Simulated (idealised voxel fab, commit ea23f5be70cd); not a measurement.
Process module, titled voxel ribs on slabs
For reference, the cross-section in this document is cut, with width 265 nm and square cells of 5 nm.
Cross-section = grid of square cells, listed top down in bands; band = one or more rows. For a band, the entry starts with two heights in nm, that of the top and then that of the bottom, and carries on with the band's materials in order from left to right, each alongside its width in nm; the word "throughout" beside a single material means it fills the band edge to edge, and "blank" means empty space. Beneath 0, the wafer as received is one material, and that level is where height counting begins. The lowest band goes on downward without a bottom; it is written like "0 nm and below". Quick explanation for "30->40": the width changes in equal steps down the rows of cells, from the first number in the band's top row to the second number in its bottom row. Reading "nothing got changed" for a step: not a cell of the cross-section changed in it. Voids not open to the top, 8 cells minimum: see "Closed void roster". Written width x height at distance; distance is from the left edge; nm. Where a step's line continues beyond its settings, the continuation is a remark by the simulator itself on that step. The line of a step may include "overlay nm". On a step with a mask, this value is how far to the right of its planned place the mask lay. A negative value means the mask lay to the left. Pairs ahead. Before: cross-section ahead of one process step. After: cross-section once the step is done, shown to the lowest changed band only. Under each pair: that step, with settings. Caution: pairs may come from different runs of this module on the same starting wafer; a pair follows the pair above only where its "Status quo ante" entry says so.
Status quo ante:
* 0 nm and below: Si throughout
* Closed void roster: none
Step Result:
* 30 nm to 0 nm: SiO2 throughout
* Heights below 0 show no change.
* Closed void roster: none
The transition between the preceding cross-sections is accomplished by DIRECTIONAL_DEP | material SiO2 | thk nm 30
Status quo ante: no separate figure, the pair right above already shows it after its step.
Step Result:
* 50 nm to 30 nm: polySi throughout
* Heights below 30 show no change.
* Closed void roster: none
The transition between the preceding cross-sections is accomplished by DIRECTIONAL_DEP | material polySi | thk nm 20
Status quo ante: no separate figure, the pair right above already shows it after its step.
Step Result:
* 65 nm to 50 nm: 115 of blank; 30 of resist; 120 of blank
* Heights below 50 show no change.
* Closed void roster: none
The transition between the preceding cross-sections is accomplished by PATTERN | tone cover | mask id RIB | material resist | width nm 30 | thk nm 15 | overlay nm 0
Status quo ante: no separate figure, the pair right above already shows it after its step.
Step Result:
* 65 nm to 50 nm: 115 of blank; 30 of resist; 120 of blank
* 50 nm to 45 nm: 115 of blank; 30 of polySi; 120 of blank
* Heights below 45 show no change.
* Closed void roster: none
The transition between the preceding cross-sections is accomplished by DIRECTIONAL_ETCH | etch materials polySi | depth nm 5
Status quo ante: no separate figure, the pair right above already shows it after its step.
Step Result:
* 50 nm to 45 nm: 115 of blank; 30 of polySi; 120 of blank
* Heights below 45 show no change.
* Closed void roster: none
The transition between the preceding cross-sections is accomplished by STRIP | etch materials resist
Status quo ante: no separate figure, the pair right above already shows it after its step.
Step Result:
* 50 nm to 45 nm: 115 of blank; 30 of polySi; 120 of blank
* 45 nm to 30 nm: 100 of blank; 60 of polySi; 105 of blank
* Heights below 30 show no change.
* Closed void roster: none
The transition between the preceding cross-sections is accomplished by MASKED_ETCH | tone cover | mask id SLAB | width nm 60 | etch materials polySi | depth nm 15 | overlay nm 0
Status quo ante: no separate figure, the pair right above already shows it after its step.
Step Result:
* 70 nm to 50 nm: SiO2 throughout
* 50 nm to 45 nm: 115 of SiO2; 30 of polySi; 120 of SiO2
* 45 nm to 30 nm: 100 of SiO2; 60 of polySi; 105 of SiO2
* Heights below 30 show no change.
* Closed void roster: none
The transition between the preceding cross-sections is accomplished by FILL_DEP | material SiO2 | thk nm 20
Status quo ante: no separate figure, the pair right above already shows it after its step.
Step Result:
* 60 nm to 50 nm: SiO2 throughout
* Heights below 50 show no change.
* Closed void roster: none
The transition between the preceding cross-sections is accomplished by CMP | height nm 60
Status quo ante: no separate figure, the pair right above already shows it after its step.
Step Result:
* 70 nm to 60 nm: TiN throughout
* Heights below 60 show no change.
* Closed void roster: none
The transition between the preceding cross-sections is accomplished by DIRECTIONAL_DEP | material TiN | thk nm 10
Status quo ante: no separate figure, the pair right above already shows it after its step.
Step Result:
* 85 nm to 70 nm: 110 of blank; 40 of resist; 115 of blank
* Heights below 70 show no change.
* Closed void roster: none
The transition between the preceding cross-sections is accomplished by PATTERN | tone cover | mask id HEATER | material resist | width nm 40 | thk nm 15 | overlay nm 0
Status quo ante: no separate figure, the pair right above already shows it after its step.
Step Result:
* 85 nm to 70 nm: 110 of blank; 40 of resist; 115 of blank
* 70 nm to 60 nm: 110 of blank; 40 of TiN; 115 of blank
* Heights below 60 show no change.
* Closed void roster: none
The transition between the preceding cross-sections is accomplished by DIRECTIONAL_ETCH | etch materials TiN | depth nm 10
Status quo ante: no separate figure, the pair right above already shows it after its step.
Step Result:
* 70 nm to 60 nm: 110 of blank; 40 of TiN; 115 of blank
* Heights below 60 show no change.
* Closed void roster: none
The transition between the preceding cross-sections is accomplished by STRIP | etch materials resist
Status quo ante: no separate figure, the pair right above already shows it after its step.
Step Result:
* 80 nm to 70 nm: 100 of blank; 60 of SiN; 105 of blank
* 70 nm to 60 nm: 110 of SiN; 40 of TiN; 115 of SiN
* Heights below 60 show no change.
* Closed void roster: none
The transition between the preceding cross-sections is accomplished by CONFORMAL_DEP | material SiN | thk nm 10
Status quo ante:
* 50 nm to 30 nm: polySi throughout
* 30 nm to 0 nm: SiO2 throughout
* 0 nm and below: Si throughout
* Closed void roster: none
Step Result:
* 70 nm to 30 nm: polySi throughout
* Heights below 30 show no change.
* Closed void roster: none
The transition between the preceding cross-sections is accomplished by DIRECTIONAL_DEP | material polySi | thk nm 20
Status quo ante: no separate figure, the pair right above already shows it after its step.
Step Result:
* 85 nm to 70 nm: 115 of blank; 30 of resist; 120 of blank
* Heights below 70 show no change.
* Closed void roster: none
The transition between the preceding cross-sections is accomplished by PATTERN | tone cover | mask id RIB | material resist | width nm 30 | thk nm 15 | overlay nm 0
Status quo ante: no separate figure, the pair right above already shows it after its step.
Step Result:
* 85 nm to 70 nm: 115 of blank; 30 of resist; 120 of blank
* 70 nm to 65 nm: 115 of blank; 30 of polySi; 120 of blank
* Heights below 65 show no change.
* Closed void roster: none
The transition between the preceding cross-sections is accomplished by DIRECTIONAL_ETCH | etch materials polySi | depth nm 5
Status quo ante: no separate figure, the pair right above already shows it after its step.
Step Result:
* 70 nm to 65 nm: 115 of blank; 30 of polySi; 120 of blank
* Heights below 65 show no change.
* Closed void roster: none
The transition between the preceding cross-sections is accomplished by STRIP | etch materials resist
Status quo ante: no separate figure, the pair right above already shows it after its step.
Step Result:
* 70 nm to 65 nm: 115 of blank; 30 of polySi; 120 of blank
* 65 nm to 50 nm: 100 of blank; 60 of polySi; 105 of blank
* Heights below 50 show no change.
* Closed void roster: none
The transition between the preceding cross-sections is accomplished by MASKED_ETCH | tone cover | mask id SLAB | width nm 60 | etch materials polySi | depth nm 15 | overlay nm 0
Status quo ante: no separate figure, the pair right above already shows it after its step.
Step Result:
* 90 nm to 70 nm: SiO2 throughout
* 70 nm to 65 nm: 115 of SiO2; 30 of polySi; 120 of SiO2
* 65 nm to 50 nm: 100 of SiO2; 60 of polySi; 105 of SiO2
* Heights below 50 show no change.
* Closed void roster: none
The transition between the preceding cross-sections is accomplished by FILL_DEP | material SiO2 | thk nm 20
Status quo ante: no separate figure, the pair right above already shows it after its step.
Step Result:
* 60 nm to 50 nm: 100 of SiO2; 60 of polySi; 105 of SiO2
* Heights below 50 show no change.
* Closed void roster: none
The transition between the preceding cross-sections is accomplished by CMP | height nm 60
Status quo ante: no separate figure, the pair right above already shows it after its step.
Step Result:
* 70 nm to 60 nm: TiN throughout
* Heights below 60 show no change.
* Closed void roster: none
The transition between the preceding cross-sections is accomplished by DIRECTIONAL_DEP | material TiN | thk nm 10
Status quo ante: no separate figure, the pair right above already shows it after its step.
Step Result:
* 85 nm to 70 nm: 110 of blank; 40 of resist; 115 of blank
* Heights below 70 show no change.
* Closed void roster: none
The transition between the preceding cross-sections is accomplished by PATTERN | tone cover | mask id HEATER | material resist | width nm 40 | thk nm 15 | overlay nm 0
Status quo ante: no separate figure, the pair right above already shows it after its step.
Step Result:
* 85 nm to 70 nm: 110 of blank; 40 of resist; 115 of blank
* 70 nm to 60 nm: 110 of blank; 40 of TiN; 115 of blank
* Heights below 60 show no change.
* Closed void roster: none
The transition between the preceding cross-sections is accomplished by DIRECTIONAL_ETCH | etch materials TiN | depth nm 10
Status quo ante: no separate figure, the pair right above already shows it after its step.
Step Result:
* 70 nm to 60 nm: 110 of blank; 40 of TiN; 115 of blank
* Heights below 60 show no change.
* Closed void roster: none
The transition between the preceding cross-sections is accomplished by STRIP | etch materials resist
Status quo ante: no separate figure, the pair right above already shows it after its step.
Step Result:
* 80 nm to 70 nm: 100 of blank; 60 of SiN; 105 of blank
* 70 nm to 60 nm: 110 of SiN; 40 of TiN; 115 of SiN
* Heights below 60 show no change.
* Closed void roster: none
The transition between the preceding cross-sections is accomplished by CONFORMAL_DEP | material SiN | thk nm 10
Status quo ante:
* 0 nm and below: Si throughout
* Closed void roster: none
Step Result:
* 20 nm to 0 nm: polySi throughout
* Heights below 0 show no change.
* Closed void roster: none
The transition between the preceding cross-sections is accomplished by DIRECTIONAL_DEP | material polySi | thk nm 20
Status quo ante: no separate figure, the pair right above already shows it after its step.
Step Result:
* 50 nm to 20 nm: SiO2 throughout
* Heights below 20 show no change.
* Closed void roster: none
The transition between the preceding cross-sections is accomplished by DIRECTIONAL_DEP | material SiO2 | thk nm 30
Status quo ante: no separate figure, the pair right above already shows it after its step.
Step Result:
* 65 nm to 50 nm: 115 of blank; 30 of resist; 120 of blank
* Heights below 50 show no change.
* Closed void roster: none
The transition between the preceding cross-sections is accomplished by PATTERN | tone cover | mask id RIB | material resist | width nm 30 | thk nm 15 | overlay nm 0
Status quo ante: no separate figure, the pair right above already shows it after its step.
Step Result:
* 50 nm to 20 nm: SiO2 throughout
* Heights below 20 show no change.
* Closed void roster: none
The transition between the preceding cross-sections is accomplished by STRIP | etch materials resist
Status quo ante: no separate figure, the pair right above already shows it after its step.
Step Result:
* 70 nm to 20 nm: SiO2 throughout
* Heights below 20 show no change.
* Closed void roster: none
The transition between the preceding cross-sections is accomplished by FILL_DEP | material SiO2 | thk nm 20
Status quo ante: no separate figure, the pair right above already shows it after its step.
Step Result:
* 60 nm to 20 nm: SiO2 throughout
* Heights below 20 show no change.
* Closed void roster: none
The transition between the preceding cross-sections is accomplished by CMP | height nm 60
Status quo ante: no separate figure, the pair right above already shows it after its step.
Step Result:
* 70 nm to 60 nm: TiN throughout
* Heights below 60 show no change.
* Closed void roster: none
The transition between the preceding cross-sections is accomplished by DIRECTIONAL_DEP | material TiN | thk nm 10
Status quo ante: no separate figure, the pair right above already shows it after its step.
Step Result:
* 85 nm to 70 nm: 110 of blank; 40 of resist; 115 of blank
* Heights below 70 show no change.
* Closed void roster: none
The transition between the preceding cross-sections is accomplished by PATTERN | tone cover | mask id HEATER | material resist | width nm 40 | thk nm 15 | overlay nm 0
Status quo ante: no separate figure, the pair right above already shows it after its step.
Step Result:
* 85 nm to 70 nm: 110 of blank; 40 of resist; 115 of blank
* 70 nm to 60 nm: 110 of blank; 40 of TiN; 115 of blank
* Heights below 60 show no change.
* Closed void roster: none
The transition between the preceding cross-sections is accomplished by DIRECTIONAL_ETCH | etch materials TiN | depth nm 10
Status quo ante: no separate figure, the pair right above already shows it after its step.
Step Result:
* 70 nm to 60 nm: 110 of blank; 40 of TiN; 115 of blank
* Heights below 60 show no change.
* Closed void roster: none
The transition between the preceding cross-sections is accomplished by STRIP | etch materials resist
Status quo ante: no separate figure, the pair right above already shows it after its step.
Step Result:
* 80 nm to 70 nm: 100 of blank; 60 of SiN; 105 of blank
* 70 nm to 60 nm: 110 of SiN; 40 of TiN; 115 of SiN
* Heights below 60 show no change.
* Closed void roster: none
The transition between the preceding cross-sections is accomplished by CONFORMAL_DEP | material SiN | thk nm 10
Status quo ante:
* 30 nm to 0 nm: SiO2 throughout
* 0 nm and below: Si throughout
* Closed void roster: none
Step Result:
* 45 nm to 30 nm: polySi throughout
* Heights below 30 show no change.
* Closed void roster: none
The transition between the preceding cross-sections is accomplished by DIRECTIONAL_DEP | material polySi | thk nm 15
Status quo ante: no separate figure, the pair right above already shows it after its step.
Step Result:
* 60 nm to 45 nm: 115 of blank; 30 of resist; 120 of blank
* Heights below 45 show no change.
* Closed void roster: none
The transition between the preceding cross-sections is accomplished by PATTERN | tone cover | mask id RIB | material resist | width nm 30 | thk nm 15 | overlay nm 0
Status quo ante: no separate figure, the pair right above already shows it after its step.
Step Result:
* 60 nm to 45 nm: 115 of blank; 30 of resist; 120 of blank
* 45 nm to 40 nm: 115 of blank; 30 of polySi; 120 of blank
* Heights below 40 show no change.
* Closed void roster: none
The transition between the preceding cross-sections is accomplished by DIRECTIONAL_ETCH | etch materials polySi | depth nm 5
Status quo ante: no separate figure, the pair right above already shows it after its step.
Step Result:
* 45 nm to 40 nm: 115 of blank; 30 of polySi; 120 of blank
* Heights below 40 show no change.
* Closed void roster: none
The transition between the preceding cross-sections is accomplished by STRIP | etch materials resist
Status quo ante: no separate figure, the pair right above already shows it after its step.
Step Result:
* 45 nm to 40 nm: 115 of blank; 30 of polySi; 120 of blank
* 40 nm to 30 nm: 100 of blank; 60 of polySi; 105 of blank
* Heights below 30 show no change.
* Closed void roster: none
The transition between the preceding cross-sections is accomplished by MASKED_ETCH | tone cover | mask id SLAB | width nm 60 | etch materials polySi | depth nm 15 | overlay nm 0
Status quo ante: no separate figure, the pair right above already shows it after its step.
Step Result:
* 65 nm to 45 nm: SiO2 throughout
* 45 nm to 40 nm: 115 of SiO2; 30 of polySi; 120 of SiO2
* 40 nm to 30 nm: 100 of SiO2; 60 of polySi; 105 of SiO2
* Heights below 30 show no change.
* Closed void roster: none
The transition between the preceding cross-sections is accomplished by FILL_DEP | material SiO2 | thk nm 20
Status quo ante: no separate figure, the pair right above already shows it after its step.
Step Result:
* 60 nm to 45 nm: SiO2 throughout
* Heights below 45 show no change.
* Closed void roster: none
The transition between the preceding cross-sections is accomplished by CMP | height nm 60
Status quo ante: no separate figure, the pair right above already shows it after its step.
Step Result:
* 70 nm to 60 nm: TiN throughout
* Heights below 60 show no change.
* Closed void roster: none
The transition between the preceding cross-sections is accomplished by DIRECTIONAL_DEP | material TiN | thk nm 10
Status quo ante: no separate figure, the pair right above already shows it after its step.
Step Result:
* 85 nm to 70 nm: 110 of blank; 40 of resist; 115 of blank
* Heights below 70 show no change.
* Closed void roster: none
The transition between the preceding cross-sections is accomplished by PATTERN | tone cover | mask id HEATER | material resist | width nm 40 | thk nm 15 | overlay nm 0
Status quo ante: no separate figure, the pair right above already shows it after its step.
Step Result:
* 85 nm to 70 nm: 110 of blank; 40 of resist; 115 of blank
* 70 nm to 60 nm: 110 of blank; 40 of TiN; 115 of blank
* Heights below 60 show no change.
* Closed void roster: none
The transition between the preceding cross-sections is accomplished by DIRECTIONAL_ETCH | etch materials TiN | depth nm 10
Status quo ante: no separate figure, the pair right above already shows it after its step.
Step Result:
* 70 nm to 60 nm: 110 of blank; 40 of TiN; 115 of blank
* Heights below 60 show no change.
* Closed void roster: none
The transition between the preceding cross-sections is accomplished by STRIP | etch materials resist
Status quo ante: no separate figure, the pair right above already shows it after its step.
Step Result:
* 80 nm to 70 nm: 100 of blank; 60 of SiN; 105 of blank
* 70 nm to 60 nm: 110 of SiN; 40 of TiN; 115 of SiN
* Heights below 60 show no change.
* Closed void roster: none
The transition between the preceding cross-sections is accomplished by CONFORMAL_DEP | material SiN | thk nm 10
Status quo ante:
* 70 nm to 60 nm: TiN throughout
* 60 nm to 50 nm: SiO2 throughout
* 50 nm to 45 nm: 115 of SiO2; 30 of polySi; 120 of SiO2
* 45 nm to 30 nm: 100 of SiO2; 60 of polySi; 105 of SiO2
* 30 nm to 0 nm: SiO2 throughout
* 0 nm and below: Si throughout
* Closed void roster: none
Step Result:
* 85 nm to 70 nm: 105 of blank; 50 of resist; 110 of blank
* Heights below 70 show no change.
* Closed void roster: none
The transition between the preceding cross-sections is accomplished by PATTERN | tone cover | mask id HEATER | material resist | width nm 50 | thk nm 15 | overlay nm 0
Status quo ante: no separate figure, the pair right above already shows it after its step.
Step Result:
* 85 nm to 70 nm: 105 of blank; 50 of resist; 110 of blank
* 70 nm to 60 nm: 105 of blank; 50 of TiN; 110 of blank
* Heights below 60 show no change.
* Closed void roster: none
The transition between the preceding cross-sections is accomplished by DIRECTIONAL_ETCH | etch materials TiN | depth nm 10
Status quo ante: no separate figure, the pair right above already shows it after its step.
Step Result:
* 70 nm to 60 nm: 105 of blank; 50 of TiN; 110 of blank
* Heights below 60 show no change.
* Closed void roster: none
The transition between the preceding cross-sections is accomplished by STRIP | etch materials resist
Status quo ante: no separate figure, the pair right above already shows it after its step.
Step Result:
* 80 nm to 70 nm: 95 of blank; 70 of SiN; 100 of blank
* 70 nm to 60 nm: 105 of SiN; 50 of TiN; 110 of SiN
* Heights below 60 show no change.
* Closed void roster: none
The transition between the preceding cross-sections is accomplished by CONFORMAL_DEP | material SiN | thk nm 10
Status quo ante:
* 50 nm to 45 nm: 115 of blank; 30 of polySi; 120 of blank
* 45 nm to 30 nm: polySi throughout
* 30 nm to 0 nm: SiO2 throughout
* 0 nm and below: Si throughout
* Closed void roster: none
Step Result:
* 50 nm to 45 nm: 115 of blank; 30 of polySi; 120 of blank
* 45 nm to 30 nm: 110 of blank; 60 of polySi; 95 of blank
* Heights below 30 show no change.
* Closed void roster: none
The transition between the preceding cross-sections is accomplished by MASKED_ETCH | tone cover | mask id SLAB | width nm 60 | etch materials polySi | depth nm 15 | overlay nm 10
Status quo ante: no separate figure, the pair right above already shows it after its step.
Step Result:
* 70 nm to 50 nm: SiO2 throughout
* 50 nm to 45 nm: 115 of SiO2; 30 of polySi; 120 of SiO2
* 45 nm to 30 nm: 110 of SiO2; 60 of polySi; 95 of SiO2
* Heights below 30 show no change.
* Closed void roster: none
The transition between the preceding cross-sections is accomplished by FILL_DEP | material SiO2 | thk nm 20
Status quo ante: no separate figure, the pair right above already shows it after its step.
Step Result:
* 60 nm to 50 nm: SiO2 throughout
* Heights below 50 show no change.
* Closed void roster: none
The transition between the preceding cross-sections is accomplished by CMP | height nm 60
Status quo ante: no separate figure, the pair right above already shows it after its step.
Step Result:
* 70 nm to 60 nm: TiN throughout
* Heights below 60 show no change.
* Closed void roster: none
The transition between the preceding cross-sections is accomplished by DIRECTIONAL_DEP | material TiN | thk nm 10
Status quo ante: no separate figure, the pair right above already shows it after its step.
Step Result:
* 85 nm to 70 nm: 110 of blank; 40 of resist; 115 of blank
* Heights below 70 show no change.
* Closed void roster: none
The transition between the preceding cross-sections is accomplished by PATTERN | tone cover | mask id HEATER | material resist | width nm 40 | thk nm 15 | overlay nm 0
Status quo ante: no separate figure, the pair right above already shows it after its step.
Step Result:
* 85 nm to 70 nm: 110 of blank; 40 of resist; 115 of blank
* 70 nm to 60 nm: 110 of blank; 40 of TiN; 115 of blank
* Heights below 60 show no change.
* Closed void roster: none
The transition between the preceding cross-sections is accomplished by DIRECTIONAL_ETCH | etch materials TiN | depth nm 10
Status quo ante: no separate figure, the pair right above already shows it after its step.
Step Result:
* 70 nm to 60 nm: 110 of blank; 40 of TiN; 115 of blank
* Heights below 60 show no change.
* Closed void roster: none
The transition between the preceding cross-sections is accomplished by STRIP | etch materials resist
Status quo ante: no separate figure, the pair right above already shows it after its step.
Step Result:
* 80 nm to 70 nm: 100 of blank; 60 of SiN; 105 of blank
* 70 nm to 60 nm: 110 of SiN; 40 of TiN; 115 of SiN
* Heights below 60 show no change.
* Closed void roster: none
The transition between the preceding cross-sections is accomplished by CONFORMAL_DEP | material SiN | thk nm 10
Status quo ante:
* 50 nm to 45 nm: 115 of blank; 30 of polySi; 120 of blank
* 45 nm to 30 nm: 100 of blank; 60 of polySi; 105 of blank
* 30 nm to 0 nm: SiO2 throughout
* 0 nm and below: Si throughout
* Closed void roster: none
Step Result:
* 70 nm to 50 nm: SiN throughout
* 50 nm to 45 nm: 115 of SiN; 30 of polySi; 120 of SiN
* 45 nm to 30 nm: 100 of SiN; 60 of polySi; 105 of SiN
* Heights below 30 show no change.
* Closed void roster: none
The transition between the preceding cross-sections is accomplished by FILL_DEP | material SiN | thk nm 20
Status quo ante: no separate figure, the pair right above already shows it after its step.
Step Result:
* 60 nm to 50 nm: SiN throughout
* Heights below 50 show no change.
* Closed void roster: none
The transition between the preceding cross-sections is accomplished by CMP | height nm 60
Status quo ante: no separate figure, the pair right above already shows it after its step.
Step Result:
* 70 nm to 60 nm: TiN throughout
* Heights below 60 show no change.
* Closed void roster: none
The transition between the preceding cross-sections is accomplished by DIRECTIONAL_DEP | material TiN | thk nm 10
Status quo ante: no separate figure, the pair right above already shows it after its step.
Step Result:
* 85 nm to 70 nm: 110 of blank; 40 of resist; 115 of blank
* Heights below 70 show no change.
* Closed void roster: none
The transition between the preceding cross-sections is accomplished by PATTERN | tone cover | mask id HEATER | material resist | width nm 40 | thk nm 15 | overlay nm 0
Status quo ante: no separate figure, the pair right above already shows it after its step.
Step Result:
* 85 nm to 70 nm: 110 of blank; 40 of resist; 115 of blank
* 70 nm to 60 nm: 110 of blank; 40 of TiN; 115 of blank
* Heights below 60 show no change.
* Closed void roster: none
The transition between the preceding cross-sections is accomplished by DIRECTIONAL_ETCH | etch materials TiN | depth nm 10
Status quo ante: no separate figure, the pair right above already shows it after its step.
Step Result:
* 70 nm to 60 nm: 110 of blank; 40 of TiN; 115 of blank
* Heights below 60 show no change.
* Closed void roster: none
The transition between the preceding cross-sections is accomplished by STRIP | etch materials resist
Status quo ante: no separate figure, the pair right above already shows it after its step.
Step Result:
* 80 nm to 70 nm: 100 of blank; 60 of SiN; 105 of blank
* 70 nm to 60 nm: 110 of SiN; 40 of TiN; 115 of SiN
* Heights below 60 show no change.
* Closed void roster: none
The transition between the preceding cross-sections is accomplished by CONFORMAL_DEP | material SiN | thk nm 10
Status quo ante:
* 50 nm to 30 nm: polySi throughout
* 30 nm to 0 nm: SiO2 throughout
* 0 nm and below: Si throughout
* Closed void roster: none
Step Result:
* 65 nm to 50 nm: 115 of resist; 30 of blank; 120 of resist
* Heights below 50 show no change.
* Closed void roster: none
The transition between the preceding cross-sections is accomplished by PATTERN | tone open | mask id RIB | material resist | width nm 30 | thk nm 15 | overlay nm 0
Status quo ante: no separate figure, the pair right above already shows it after its step.
Step Result:
* 65 nm to 50 nm: 115 of resist; 30 of blank; 120 of resist
* 50 nm to 45 nm: 115 of polySi; 30 of blank; 120 of polySi
* Heights below 45 show no change.
* Closed void roster: none
The transition between the preceding cross-sections is accomplished by DIRECTIONAL_ETCH | etch materials polySi | depth nm 5
Status quo ante: no separate figure, the pair right above already shows it after its step.
Step Result:
* 50 nm to 45 nm: 115 of polySi; 30 of blank; 120 of polySi
* Heights below 45 show no change.
* Closed void roster: none
The transition between the preceding cross-sections is accomplished by STRIP | etch materials resist
Status quo ante: no separate figure, the pair right above already shows it after its step.
Step Result:
* 50 nm to 45 nm: 100 of blank; 15 of polySi; 30 of blank; 15 of polySi; 105 of blank
* 45 nm to 35 nm: 100 of blank; 60 of polySi; 105 of blank
* Heights below 35 show no change.
* Closed void roster: none
The transition between the preceding cross-sections is accomplished by MASKED_ETCH | tone cover | mask id SLAB | width nm 60 | etch materials polySi | depth nm 15 | overlay nm 0
Status quo ante: no separate figure, the pair right above already shows it after its step.
Step Result:
* 70 nm to 50 nm: SiO2 throughout
* 50 nm to 45 nm: 100 of SiO2; 15 of polySi; 30 of SiO2; 15 of polySi; 105 of SiO2
* 45 nm to 35 nm: 100 of SiO2; 60 of polySi; 105 of SiO2
* Heights below 35 show no change.
* Closed void roster: none
The transition between the preceding cross-sections is accomplished by FILL_DEP | material SiO2 | thk nm 20
Status quo ante: no separate figure, the pair right above already shows it after its step.
Step Result:
* 60 nm to 50 nm: SiO2 throughout
* Heights below 50 show no change.
* Closed void roster: none
The transition between the preceding cross-sections is accomplished by CMP | height nm 60
Status quo ante: no separate figure, the pair right above already shows it after its step.
Step Result:
* 70 nm to 60 nm: TiN throughout
* Heights below 60 show no change.
* Closed void roster: none
The transition between the preceding cross-sections is accomplished by DIRECTIONAL_DEP | material TiN | thk nm 10
Status quo ante: no separate figure, the pair right above already shows it after its step.
Step Result:
* 85 nm to 70 nm: 110 of blank; 40 of resist; 115 of blank
* Heights below 70 show no change.
* Closed void roster: none
The transition between the preceding cross-sections is accomplished by PATTERN | tone cover | mask id HEATER | material resist | width nm 40 | thk nm 15 | overlay nm 0
Status quo ante: no separate figure, the pair right above already shows it after its step.
Step Result:
* 85 nm to 70 nm: 110 of blank; 40 of resist; 115 of blank
* 70 nm to 60 nm: 110 of blank; 40 of TiN; 115 of blank
* Heights below 60 show no change.
* Closed void roster: none
The transition between the preceding cross-sections is accomplished by DIRECTIONAL_ETCH | etch materials TiN | depth nm 10
Status quo ante: no separate figure, the pair right above already shows it after its step.
Step Result:
* 70 nm to 60 nm: 110 of blank; 40 of TiN; 115 of blank
* Heights below 60 show no change.
* Closed void roster: none
The transition between the preceding cross-sections is accomplished by STRIP | etch materials resist
Status quo ante: no separate figure, the pair right above already shows it after its step.
Step Result:
* 80 nm to 70 nm: 100 of blank; 60 of SiN; 105 of blank
* 70 nm to 60 nm: 110 of SiN; 40 of TiN; 115 of SiN
* Heights below 60 show no change.
* Closed void roster: none
The transition between the preceding cross-sections is accomplished by CONFORMAL_DEP | material SiN | thk nm 10
